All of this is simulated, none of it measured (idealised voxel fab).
Documented hereafter: the process module known as voxel self aligned contacts.
The figure presents cross-section cut, which has a width of 240 nm and is divided into square cells with an edge length of 5 nm.
A cross-section is written here as square cells arranged in a grid, and it is given in bands from the top down, each band taking up one or more rows of cells. For a band, the entry starts with two heights in nm, that of the top and then that of the bottom, and carries on with the band's materials in order from left to right, each alongside its width in nm; the word "all across" beside a single material means it fills the band edge to edge, and "blank" means empty space. Heights are expressed relative to 0, this being the level below which the as-received wafer comprises one material exclusively. The lowest band is unbounded in the downward direction and is denoted as in "z 0 and below". It should be noted that a width expressed as "30->40" varies in equal increments from row to row of cells within the band, taking the value of the first number at the top row and that of the second number at the bottom row. A step reported as "remains unaltered" is a step in which no cell of the cross-section changed. Entry "Enclosed void list". Content: empty spaces with no open connection to the top, size 8 cells or greater. Each: width x height at distance. Distance: from left edge. Unit: nm. Whatever follows a step's settings on its line is a remark the simulator itself makes about that step. If you see "overlay nm" on a step's line and that step has a mask, it's telling you how far right of where it was planned the mask ended up; a negative number means it went left instead.

**plan**
| 1 | RECEIVE: material Si |
| 2 | OXIDIZE: depth nm 5 |
| 3 | DIRECTIONAL_DEP: material polySi, thk nm 30 |
| 4 | DIRECTIONAL_DEP: material SiN, thk nm 20 |
| 5 | PATTERN: tone cover, mask id GATE, material resist, width nm 25, pitch nm 70, thk nm 20, overlay nm 0 |
| 6 | DIRECTIONAL_ETCH: etch materials SiN, depth nm 20 |
| 7 | DIRECTIONAL_ETCH: etch materials polySi, depth nm 30 |
| 8 | STRIP: etch materials resist |
| 9 | CONFORMAL_DEP: material SiN, thk nm 10 |
| 10 | DIRECTIONAL_ETCH: etch materials SiN, depth nm 10 |
| 11 | FILL_DEP: material SiO2, thk nm 10 |
| 12 | CMP: height nm 55 |
| 13 | PATTERN: tone open, mask id CONTACT, material resist, width nm 45, thk nm 15, overlay nm 0 |
| 14 | DIRECTIONAL_ETCH: etch materials SiO2, depth nm 60 |
| 15 | STRIP: etch materials resist |
| 16 | CONFORMAL_DEP: material TiN, thk nm 5 |
| 17 | FILL_DEP: material W, thk nm 10 |
| 18 | CMP: height nm 55 |
| 19 | CONFORMAL_DEP: material SiCN, thk nm 5 |
The plan's step 13 width nm is the first wafer's value; the wafers differ in this setting and start identical.

**First of several wafers (as received, post step 1), cross-sectional view**
  z 0 and below  Si all across
  Enclosed void list: none

**Below is a per-wafer table. In it, each row describes the wafer at the end of the module by giving, for each material, the number of cells gained (+) or lost (-) since the wafer was received, and after that the closed voids of the wafer**
width nm 45 | -48 Si | +48 SiCN | +120 SiN | +332 SiO2 | +31 TiN | +33 W | +60 polySi | Enclosed void list: none
width nm 50 | -48 Si | +48 SiCN | +120 SiN | +331 SiO2 | +32 TiN | +33 W | +60 polySi | Enclosed void list: none
width nm 55 | -48 Si | +48 SiCN | +120 SiN | +330 SiO2 | +33 TiN | +33 W | +60 polySi | Enclosed void list: none
width nm 60 | -48 Si | +48 SiCN | +120 SiN | +329 SiO2 | +34 TiN | +33 W | +60 polySi | Enclosed void list: none
width nm 65 | -48 Si | +48 SiCN | +120 SiN | +328 SiO2 | +35 TiN | +33 W | +60 polySi | Enclosed void list: none
width nm 70 | -48 Si | +48 SiCN | +120 SiN | +327 SiO2 | +36 TiN | +33 W | +60 polySi | Enclosed void list: none
